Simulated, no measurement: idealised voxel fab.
process module | voxel gate over fins
cross-section cut | 175 nm wide | cells 5 nm
A cross-section is a grid of square cells, given in bands from the top down. A band is one or more rows of cells.
Each band's line starts with the height of the band's top and of its bottom, in nm. Then come its materials from left to right, each with its width in nm. One material with "throughout" fills the band from edge to edge. "air" is empty space.
Height 0 is the level under which the wafer as received is all one material. The lowest band goes on downwards, as in "0 down".
A width such as "30 to 40" changes by the same amount from each row of cells to the next, from the band's top row to its bottom row.
"no change" after a step means that no cell of the cross-section changed.
closed voids: empty space of 8 cells or more with no open way to the top, each as width x height at its distance from the left edge, in nm
after a step's settings: what the simulator itself notes on the step
overlay nm, on a step with a mask: how far to the right of its planned place the mask lay; to the left if negative
plan
1 op RECEIVE | material Si
2 op CONFORMAL_DEP | material SiN | thk nm 10
3 op PATTERN | tone cover | mask id FINS | material resist | width nm 15 | pitch nm 35 | thk nm 20 | overlay nm 0
4 op DIRECTIONAL_ETCH | etch materials SiN | depth nm 10
5 op DIRECTIONAL_ETCH | etch materials Si | depth nm 30
6 op STRIP | etch materials resist
7 op OXIDIZE | depth nm 5
8 op FILL_DEP | material SiO2 | thk nm 15
9 op CMP | height nm 10
10 op SELECTIVE_ETCH | etch materials SiO2 | depth nm 25
11 op STRIP | etch materials SiN
12 op CONFORMAL_DEP | material HfO2 | thk nm 5
13 op CONFORMAL_DEP | material TiN | thk nm 5
14 op CONFORMAL_DEP | material TiAl | thk nm 5
15 op CONFORMAL_DEP | material TiN | thk nm 5
16 op FILL_DEP | material W | thk nm 15
17 op CMP | height nm 30
18 op CONFORMAL_DEP | material SiCN | thk nm 10
as received, after step 1
  0 down: Si throughout
  closed voids: none
a wafer at the end: this start, this plan, one mistake
  40 to 30: SiCN throughout
  30 to 20: W throughout
  20 to 15: TiN throughout
  15 to 10: TiAl throughout
  10 to 5: TiN 50 | TiAl 5 | TiN 30 | TiAl 5 | TiN 30 | TiAl 5 | TiN 50
  5 to 0: HfO2 45 | TiN 5 | TiAl 5 | TiN 5 | HfO2 20 | TiN 5 | TiAl 5 | TiN 5 | HfO2 20 | TiN 5 | TiAl 5 | TiN 5 | HfO2 45
  0 to -5: Si 40 | HfO2 5 | TiN 5 | TiAl 5 | TiN 5 | HfO2 5 | Si 10 | HfO2 5 | TiN 5 | TiAl 5 | TiN 5 | HfO2 5 | Si 10 | HfO2 5 | TiN 5 | TiAl 5 | TiN 5 | HfO2 5 | Si 40
  -5 to -10: Si 40 | HfO2 5 | TiN 15 | HfO2 5 | Si 10 | HfO2 5 | TiN 15 | HfO2 5 | Si 10 | HfO2 5 | TiN 15 | HfO2 5 | Si 40
  -10 to -15: Si 40 | HfO2 25 | Si 10 | HfO2 25 | Si 10 | HfO2 25 | Si 40
  -15 to -35: Si 40 | SiO2 25 | Si 10 | SiO2 25 | Si 10 | SiO2 25 | Si 40
  -35 down: Si throughout
  closed voids: none
what went wrong: step 3 ran as: op PATTERN | tone open | mask id FINS | material resist | width nm 15 | pitch nm 35 | thk nm 20 | overlay nm 0
